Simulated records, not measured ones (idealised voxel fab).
This is a process module. Its name is voxel ribs on slabs.
For reference, the cross-section in this document is cut, with width 240 nm and square cells of 5 nm.
Cross-section layout: square cells on a grid; listed as bands, top to bottom; a band spans one or more cell rows.
Top, bottom (nm), then materials left to right with widths (nm); lone material tagged "full width" fills the whole band edge to edge; "empty" = empty space.
Heads up on the height convention: 0 is the point under which the incoming wafer is all one material, and the lowest band has no bottom, it just keeps going down, like "0..down".
It should be noted that a width expressed as "30..40" varies in equal increments from row to row of cells within the band, taking the value of the first number at the top row and that of the second number at the bottom row.
"no modification" -> step changed no cross-section cell.
Empty spaces counting at least 8 cells and having no open way to the top are listed in "Sealed voids". The notation width x height at distance is used for each, the distance being from the left edge and all three values in nm.
What comes after the settings on a step's line is commentary from the simulator itself on that step.
overlay nm: for a step with a mask, the amount by which the mask lay right of where it was planned; a negative amount means left of it.
### Process steps foreseen in the plan
1. RECEIVE, material Si
2. DIRECTIONAL_DEP, material SiO2, thk nm 25
3. DIRECTIONAL_DEP, material polySi, thk nm 20
4. PATTERN, tone cover, mask id RIB, material resist, width nm 30, thk nm 20, overlay nm 0
5. DIRECTIONAL_ETCH, etch materials polySi, depth nm 5
6. STRIP, etch materials resist
7. DIRECTIONAL_DEP, material aC, thk nm 15
8. PATTERN, tone cover, mask id SLAB, material resist, width nm 60, thk nm 35, overlay nm 0
9. DIRECTIONAL_ETCH, etch materials aC, depth nm 15
10. STRIP, etch materials resist
11. DIRECTIONAL_ETCH, etch materials polySi, depth nm 5
12. STRIP, etch materials aC
13. FILL_DEP, material SiO2, thk nm 30
14. CMP, height nm 65
15. DIRECTIONAL_DEP, material TiN, thk nm 5
16. MASKED_ETCH, tone cover, mask id HEATER, width nm 40, etch materials TiN, depth nm 5, overlay nm 0
17. CONFORMAL_DEP, material SiN, thk nm 5
Wafers differ in depth nm at step 11; plan lists the first wafer's value; identical starting state.
### Cross-section of the first incoming wafer of several, state after step 1
- 0..down = Si full width
- Sealed voids: none
### Row per wafer, end-of-module: cell gain (+)/loss (-) by material since the wafer came in, then closed voids
depth nm 5 | +50 SiN | +510 SiO2 | +8 TiN | +114 polySi | Sealed voids: none
depth nm 10 | +50 SiN | +546 SiO2 | +8 TiN | +78 polySi | Sealed voids: none
depth nm 15 | +50 SiN | +582 SiO2 | +8 TiN | +42 polySi | Sealed voids: none
depth nm 20 | +50 SiN | +582 SiO2 | +8 TiN | +42 polySi | Sealed voids: none
depth nm 25 | +50 SiN | +582 SiO2 | +8 TiN | +42 polySi | Sealed voids: none
depth nm 30 | +50 SiN | +582 SiO2 | +8 TiN | +42 polySi | Sealed voids: none
